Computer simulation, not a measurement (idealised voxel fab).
Process module name: voxel capacitor over wiring
The cross-section on display is named cut; it measures 210 nm wide, and its cells are 5 nm squares.
A cross-section is a grid of square cells, given in bands from the top down. A band is one or more rows of cells.
Basically the band line says how high the top is and how high the bottom is, in nm, and then what's in it from left to right, every material with its width in nm. Empty space shows up as "blank", and if a single material carries "throughout" it runs the full band edge to edge.
Height 0 is the level under which the wafer as received is all one material. The lowest band goes on downwards, as in "0..down".
It should be noted that a width expressed as "30 to 40" varies in equal increments from row to row of cells within the band, taking the value of the first number at the top row and that of the second number at the bottom row.
Given "identical to before" for a step, no cell of the cross-section differs between before and after that step.
"Fully sealed cavities" contains a list of empty spaces, each no smaller than 8 cells and without an open way to the top, written in the form width x height at distance with the distance from the left edge and all three in nm.
If you see something after the settings on a step's line, that's the simulator's own remark about that step.
What "overlay nm" on a step's line means: if the step has a mask, that mask lay this far to the right of its planned place, or, when the value is negative, to the left.

-- List of planned process steps
1) RECEIVE [material Si]
2) CONFORMAL_DEP [material SiO2] [thk nm 15]
3) CONFORMAL_DEP [material SiN] [thk nm 5]
4) DIRECTIONAL_DEP [material lowk] [thk nm 15]
5) PATTERN [tone open] [mask id METAL_1] [material resist] [width nm 20] [pitch nm 75] [thk nm 20] [overlay nm 0]
6) DIRECTIONAL_ETCH [etch materials lowk] [depth nm 15]
7) DIRECTIONAL_ETCH [etch materials SiN] [depth nm 5]
8) STRIP [etch materials resist]
9) CONFORMAL_DEP [material TiN] [thk nm 5]
10) FILL_DEP [material Ru] [thk nm 10]
11) CMP [height nm 35]
12) EPI [material Ru] [thk nm 5]
13) FILL_DEP [material SiCN] [thk nm 5]
14) DIRECTIONAL_DEP [material lowk] [thk nm 10]
15) MASKED_ETCH [tone open] [mask id PLUG_1] [width nm 15] [etch materials lowk] [depth nm 10] [overlay nm 0]
16) MASKED_ETCH [tone open] [mask id PLUG_1] [width nm 15] [etch materials SiCN] [depth nm 5] [overlay nm 0]
17) EPI [material Ru] [thk nm 10]
18) EPI [material Ru] [thk nm 5]
19) DIRECTIONAL_DEP [material TiN] [thk nm 5]
20) DIRECTIONAL_DEP [material Al2O3] [thk nm 5]
21) DIRECTIONAL_DEP [material TiN] [thk nm 5]
22) DIRECTIONAL_DEP [material aC] [thk nm 15]
23) PATTERN [tone cover] [mask id UPPER_PLATE] [material resist] [width nm 60] [thk nm 35] [overlay nm 0]
24) DIRECTIONAL_ETCH [etch materials aC] [depth nm 15]
25) STRIP [etch materials resist]
26) DIRECTIONAL_ETCH [etch materials TiN] [depth nm 5]
27) DIRECTIONAL_ETCH [etch materials Al2O3] [depth nm 5]
28) STRIP [etch materials aC]
29) MASKED_ETCH [tone cover] [mask id LOWER_PLATE] [width nm 70] [etch materials TiN] [depth nm 5] [overlay nm 0]
30) FILL_DEP [material SiO2] [thk nm 20]
31) CMP [height nm 85]
32) PATTERN [tone open] [mask id PLUG_2] [material resist] [width nm 15] [thk nm 20] [overlay nm 0]
33) DIRECTIONAL_ETCH [etch materials SiO2] [depth nm 15]
34) STRIP [etch materials resist]
35) CONFORMAL_DEP [material TiN] [thk nm 5]
36) FILL_DEP [material Cu] [thk nm 10]
37) CMP [height nm 85]
38) CONFORMAL_DEP [material SiCN] [thk nm 5]

-- Cross-sectional view of the wafer in its as-received condition, corresponding to the state after step 1
    0..down  Si throughout
    Fully sealed cavities: none

-- Cross-section, first of two wafers, end of module, run as planned
    90..85  SiCN throughout
    85..75  70 nm SiO2 | 5 nm TiN | 5 nm Cu | 5 nm TiN | 125 nm SiO2
    75..65  70 to 60 nm SiO2 | 15 to 60 nm TiN | 125 to 90 nm SiO2
    65..60  60 nm SiO2 | 60 nm Al2O3 | 90 nm SiO2
    60..55  55 nm SiO2 | 70 nm TiN | 85 nm SiO2
    55..45  60 nm lowk | 15 nm Ru | 135 nm lowk
    45..40  60 nm SiCN | 15 nm Ru | 135 nm SiCN
    40..35  50 nm SiCN | 30 nm Ru | 45 nm SiCN | 30 nm Ru | 55 nm SiCN
    35..20  55 nm lowk | 5 nm TiN | 10 nm Ru | 5 nm TiN | 55 nm lowk | 5 nm TiN | 10 nm Ru | 5 nm TiN | 60 nm lowk
    20..15  55 nm SiN | 20 nm TiN | 55 nm SiN | 20 nm TiN | 60 nm SiN
    15..0  SiO2 throughout
    0..down  Si throughout
    Fully sealed cavities: none

-- Cross-section, second wafer: same start as the first, same plan as the first, one mistake in running it; taken at the end of the module
    90..85  SiCN throughout
    85..75  70 nm SiO2 | 5 nm TiN | 5 nm Cu | 5 nm TiN | 125 nm SiO2
    75..65  70 to 65 nm SiO2 | 15 to 55 nm TiN | 125 to 90 nm SiO2
    65..60  65 nm SiO2 | 55 nm Al2O3 | 90 nm SiO2
    60..55  55 nm SiO2 | 70 nm TiN | 85 nm SiO2
    55..45  60 nm lowk | 15 nm Ru | 135 nm lowk
    45..40  60 nm SiCN | 15 nm Ru | 135 nm SiCN
    40..35  50 nm SiCN | 30 nm Ru | 45 nm SiCN | 30 nm Ru | 55 nm SiCN
    35..20  55 nm lowk | 5 nm TiN | 10 nm Ru | 5 nm TiN | 55 nm lowk | 5 nm TiN | 10 nm Ru | 5 nm TiN | 60 nm lowk
    20..15  55 nm SiN | 20 nm TiN | 55 nm SiN | 20 nm TiN | 60 nm SiN
    15..0  SiO2 throughout
    0..down  Si throughout
    Fully sealed cavities: none
What broke from the plan during processing? step 23 ran as: PATTERN [tone cover] [mask id UPPER_PLATE] [material resist] [width nm 55] [thk nm 35] [overlay nm 0]
Materials where the second wafer ends with more or fewer cells than the first: 1 fewer of Al2O3; 2 more of SiO2; 1 fewer of TiN
